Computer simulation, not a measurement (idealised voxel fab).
process module | voxel trench capacitor
cross-section cut | 210 nm wide | cells 5 nm
A cross-section is a grid of square cells, given in bands from the top down. A band is one or more rows of cells.
Each band's line starts with the height of the band's top and of its bottom, in nm. Then come its materials from left to right, each with its width in nm. One material with "throughout" fills the band from edge to edge. "air" is empty space.
Height 0 is the level under which the wafer as received is all one material. The lowest band goes on downwards, as in "0 down".
A width such as "30 to 40" changes by the same amount from each row of cells to the next, from the band's top row to its bottom row.
"no change" after a step means that no cell of the cross-section changed.
closed voids: empty space of 8 cells or more with no open way to the top, each as width x height at its distance from the left edge, in nm
after a step's settings: what the simulator itself notes on the step
overlay nm, on a step with a mask: how far to the right of its planned place the mask lay; to the left if negative
plan
1 op RECEIVE | material Si
2 op CONFORMAL_DEP | material SiN | thk nm 10
3 op PATTERN | tone open | mask id TRENCH | material resist | width nm 20 | pitch nm 35 | thk nm 15 | overlay nm 0
4 op DIRECTIONAL_ETCH | etch materials SiN | depth nm 10
5 op DIRECTIONAL_ETCH | etch materials Si | depth nm 25
6 op STRIP | etch materials resist
7 op CONFORMAL_DEP | material SiO2 | thk nm 5
8 op FILL_DEP | material polySi | thk nm 5
9 op CMP | height nm 10
as received, after step 1
  0 down: Si throughout
  closed voids: none
a wafer at the end: this start, this plan, one mistake
  10 to 0: SiN 40 | SiO2 5 | polySi 10 | SiO2 5 | SiN 15 | SiO2 5 | polySi 10 | SiO2 5 | SiN 15 | SiO2 5 | polySi 10 | SiO2 5 | SiN 15 | SiO2 5 | polySi 10 | SiO2 5 | SiN 45
  0 to -45: Si 40 | SiO2 5 | polySi 10 | SiO2 5 | Si 15 | SiO2 5 | polySi 10 | SiO2 5 | Si 15 | SiO2 5 | polySi 10 | SiO2 5 | Si 15 | SiO2 5 | polySi 10 | SiO2 5 | Si 45
  -45 to -50: Si 40 | SiO2 20 | Si 15 | SiO2 20 | Si 15 | SiO2 20 | Si 15 | SiO2 20 | Si 45
  -50 down: Si throughout
  closed voids: none
what went wrong: step 5 was run twice
